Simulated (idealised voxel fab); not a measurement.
process module | voxel tone inversion
cross-section cut | 170 nm wide | cells 5 nm
A cross-section is a grid of square cells, given in bands from the top down. A band is one or more rows of cells.
Each band's line starts with the height of the band's top and of its bottom, in nm. Then come its materials from left to right, each with its width in nm. One material with "throughout" fills the band from edge to edge. "air" is empty space.
Height 0 is the level under which the wafer as received is all one material. The lowest band goes on downwards, as in "0 down".
A width such as "30 to 40" changes by the same amount from each row of cells to the next, from the band's top row to its bottom row.
"no change" after a step means that no cell of the cross-section changed.
closed voids: empty space of 8 cells or more with no open way to the top, each as width x height at its distance from the left edge, in nm
after a step's settings: what the simulator itself notes on the step
overlay nm, on a step with a mask: how far to the right of its planned place the mask lay; to the left if negative
plan
1 op RECEIVE | material Si
2 op CONFORMAL_DEP | material SiN | thk nm 5
3 op DIRECTIONAL_DEP | material aC | thk nm 15
4 op PATTERN | tone cover | mask id POSTS | material resist | width nm 20 | pitch nm 40 | thk nm 20 | overlay nm 0
5 op DIRECTIONAL_ETCH | etch materials aC | depth nm 15
6 op STRIP | etch materials resist
7 op FILL_DEP | material SiO2 | thk nm 5
8 op CMP | height nm 20
9 op STRIP | etch materials aC
first wafer, as planned
as received, after step 1
  0 down: Si throughout
  closed voids: none
after step 2
  5 to 0: SiN throughout
  below 0: unchanged
after step 3
  20 to 5: aC throughout
  below 5: unchanged
after step 4
  40 to 20: air 15 | resist 20 | air 20 | resist 20 | air 20 | resist 20 | air 20 | resist 20 | air 15
  below 20: unchanged
after step 5
  25 to 20: air 15 | resist 20 | air 20 | resist 20 | air 20 | resist 20 | air 20 | resist 20 | air 15
  20 to 5: air 15 | aC 20 | air 20 | aC 20 | air 20 | aC 20 | air 20 | aC 20 | air 15
  below 5: unchanged
after step 6
  20 to 5: air 15 | aC 20 | air 20 | aC 20 | air 20 | aC 20 | air 20 | aC 20 | air 15
  below 5: unchanged
after step 7
  25 to 20: SiO2 throughout
  20 to 5: SiO2 15 | aC 20 | SiO2 20 | aC 20 | SiO2 20 | aC 20 | SiO2 20 | aC 20 | SiO2 15
  below 5: unchanged
after step 8
  20 to 5: SiO2 15 | aC 20 | SiO2 20 | aC 20 | SiO2 20 | aC 20 | SiO2 20 | aC 20 | SiO2 15
  below 5: unchanged
after step 9
  20 to 5: SiO2 15 | air 20 | SiO2 20 | air 20 | SiO2 20 | air 20 | SiO2 20 | air 20 | SiO2 15
  below 5: unchanged
second wafer: like start, like plan, one mistake. Through step 7 it matches the first wafer
when step 8 should have ended
  15 to 5: SiO2 15 | aC 20 | SiO2 20 | aC 20 | SiO2 20 | aC 20 | SiO2 20 | aC 20 | SiO2 15
  below 5: unchanged
when step 9 should have ended
  15 to 5: SiO2 15 | air 20 | SiO2 20 | air 20 | SiO2 20 | air 20 | SiO2 20 | air 20 | SiO2 15
  below 5: unchanged
what went wrong: step 8 ran as: op CMP | height nm 15
at the end the second wafer has, in cells: 18 fewer of SiO2
